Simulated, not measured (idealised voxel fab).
The following process module bears the name voxel fin reveal.
This is section cut - it's 230 nm across, gridded in 5 nm square cells.
Just so we're on the same page, the cross-sections are grids of square cells, and they're listed out in bands top to bottom, each band one or more rows deep. Quick guide to a band line: top height, bottom height (nm) up front; then every material left to right with its width in nm. Only one material and it's marked "all across"? Then it fills the band edge to edge. And "empty" just means empty space. Heights are reckoned from 0. Under this level, the received wafer is all of one material. The bottommost band is open-ended downward, for example "0 nm and below". Width "30..40": first value at the band's top row of cells, second value at its bottom row, equal change from row to row. For the purposes of this document, the phrase "all unchanged" attached to a step denotes that no cell within the cross-section was modified by that step. In the "Enclosed void entries" entry, you get each enclosed empty space of 8 cells or more, one with no open way to the top, written width x height at distance, distance from the left edge, in nm. Whatever follows a step's settings on its line is a remark the simulator itself makes about that step. A step line may carry the setting "overlay nm", which, for steps involving a mask, states the distance by which the mask lay to the right of its intended position; negative values denote displacement to the left.

[Planned step list for the process]
step 1: RECEIVE,material Si
step 2: CONFORMAL_DEP,material SiN,thk nm 10
step 3: MASKED_ETCH,tone cover,mask id FINS,width nm 15,pitch nm 45,etch materials SiN,depth nm 10,overlay nm 0
step 4: MASKED_ETCH,tone cover,mask id FINS,width nm 15,pitch nm 45,etch materials Si,depth nm 35,overlay nm 0
step 5: OXIDIZE,depth nm 5
step 6: FILL_DEP,material SiO2,thk nm 15
step 7: CMP,height nm 10
step 8: SELECTIVE_ETCH,etch materials SiO2,depth nm 25
step 9: STRIP,etch materials SiN
step 10: CONFORMAL_DEP,material SiO2,thk nm 5

[Here's what the wafer looked like in cross-section when it arrived - that's after step 1]
> 0 nm and below: Si all across
> Enclosed void entries: none

[The following cross-section depicts the wafer upon conclusion of the module. Processing commenced from the starting condition illustrated above and adhered to the plan illustrated above, save for one mistake in execution]
> 0 nm to -15 nm: empty=90, Si=5, empty=40, Si=5, empty=90
> -15 nm to -40 nm: SiO2=90, Si=5, SiO2=40, Si=5, SiO2=90
> -40 nm and below: Si all across
> Enclosed void entries: none
Want to know what went wrong? step 10 of the plan never got run, it was skipped over
